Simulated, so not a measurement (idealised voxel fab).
You're looking at the process module voxel self aligned vias.
cross-section cut | 270 nm wide | cells 5 nm
Each cross-section below is a grid of square cells, stated as bands in top-down order, with one or more rows of cells making up each band.
Heights first: top, then bottom, in nm. Then materials, left to right, each with a width in nm. "all across" on a single material: fills the band edge to edge. "blank": empty space.
Height datum 0, below which the as-received substrate wafer is one material. Lowest band open at the bottom, running downward: "top 0, no bottom".
Top row gets the first number, bottom row gets the second, and each row in between changes by the same step: that is how a band width like "30 to 40" works.
"no alterations made" (step): cross-section cells unchanged, all of them.
The entry "Enclosed voids" lists the empty spaces that cover at least 8 cells and have no open path to the top. Each is written as width x height at distance, where the distance is measured from the left edge and all three values are in nm.
after a step's settings: what the simulator itself notes on the step
"overlay nm" on a masked step: distance the mask lay right of its planned place, negative for left.
Process steps (planned):
1: RECEIVE | material Si
2: CONFORMAL_DEP | material SiO2 | thk nm 10
3: CONFORMAL_DEP | material SiCN | thk nm 5
4: DIRECTIONAL_DEP | material SiO2 | thk nm 30
5: PATTERN | tone open | mask id LINES | material resist | width nm 25 | pitch nm 65 | thk nm 20 | overlay nm 0
6: DIRECTIONAL_ETCH | etch materials SiO2 | depth nm 30
7: STRIP | etch materials resist
8: CONFORMAL_DEP | material TiN | thk nm 5
9: FILL_DEP | material W | thk nm 10
10: CMP | height nm 45
11: SELECTIVE_ETCH | etch materials W Ru TiN | depth nm 5
12: FILL_DEP | material SiN | thk nm 5
13: CMP | height nm 45
14: DIRECTIONAL_DEP | material SiO2 | thk nm 20
15: MASKED_ETCH | tone open | mask id VIAS | width nm 35 | pitch nm 65 | etch materials SiO2 | depth nm 20 | overlay nm 0
16: MASKED_ETCH | tone open | mask id VIAS | width nm 35 | pitch nm 65 | etch materials SiN | depth nm 5 | overlay nm 0
17: CONFORMAL_DEP | material TiN | thk nm 5
18: FILL_DEP | material Cu | thk nm 10
19: CMP | height nm 65
20: CONFORMAL_DEP | material SiCN | thk nm 5
This is the cross-section of the wafer as we received it, i.e. after step 1:
  top 0, no bottom: Si all across
  Enclosed voids: none
Cross-sectional image of the first of two wafers at the end of the module, the run having proceeded as planned:
  top 70, bottom 65: SiCN all across
  top 65, bottom 50: SiO2: 50, then TiN: 5, then Cu: 25, then TiN: 5, then SiO2: 30, then TiN: 5, then Cu: 25, then TiN: 5, then SiO2: 30, then TiN: 5, then Cu: 25, then TiN: 5, then SiO2: 55
  top 50, bottom 45: SiO2: 50, then TiN: 10, then Cu: 15, then TiN: 10, then SiO2: 30, then TiN: 10, then Cu: 15, then TiN: 10, then SiO2: 30, then TiN: 10, then Cu: 15, then TiN: 10, then SiO2: 55
  top 45, bottom 40: SiO2: 55, then TiN: 25, then SiO2: 40, then TiN: 25, then SiO2: 40, then TiN: 25, then SiO2: 60
  top 40, bottom 20: SiO2: 55, then TiN: 5, then W: 15, then TiN: 5, then SiO2: 40, then TiN: 5, then W: 15, then TiN: 5, then SiO2: 40, then TiN: 5, then W: 15, then TiN: 5, then SiO2: 60
  top 20, bottom 15: SiO2: 55, then TiN: 25, then SiO2: 40, then TiN: 25, then SiO2: 40, then TiN: 25, then SiO2: 60
  top 15, bottom 10: SiCN all across
  top 10, bottom 0: SiO2 all across
  top 0, no bottom: Si all across
  Enclosed voids: none
Cross-section, second wafer: same start as the first, same plan as the first, one mistake in running it; taken at the end of the module:
  top 70, bottom 65: SiCN all across
  top 65, bottom 50: SiO2: 50, then TiN: 5, then Cu: 25, then TiN: 5, then SiO2: 30, then TiN: 5, then Cu: 25, then TiN: 5, then SiO2: 30, then TiN: 5, then Cu: 25, then TiN: 5, then SiO2: 55
  top 50, bottom 45: SiO2: 50, then TiN: 15, then Cu: 10, then TiN: 10, then SiO2: 30, then TiN: 15, then Cu: 10, then TiN: 10, then SiO2: 30, then TiN: 15, then Cu: 10, then TiN: 10, then SiO2: 55
  top 45, bottom 40: SiO2: 60, then TiN: 20, then SiO2: 45, then TiN: 20, then SiO2: 45, then TiN: 20, then SiO2: 60
  top 40, bottom 20: SiO2: 60, then TiN: 5, then W: 10, then TiN: 5, then SiO2: 45, then TiN: 5, then W: 10, then TiN: 5, then SiO2: 45, then TiN: 5, then W: 10, then TiN: 5, then SiO2: 60
  top 20, bottom 15: SiO2: 60, then TiN: 20, then SiO2: 45, then TiN: 20, then SiO2: 45, then TiN: 20, then SiO2: 60
  top 15, bottom 10: SiCN all across
  top 10, bottom 0: SiO2 all across
  top 0, no bottom: Si all across
  Enclosed voids: none
Want to know what went wrong? step 5 was processed under conditions differing from the plan, specifically as PATTERN | tone open | mask id LINES | material resist | width nm 20 | pitch nm 65 | thk nm 20 | overlay nm 0
Final comparison by cell count, materials where the second wafer has more or fewer than the first: 3 fewer of Cu, 18 more of SiO2, 3 fewer of TiN, 12 fewer of W
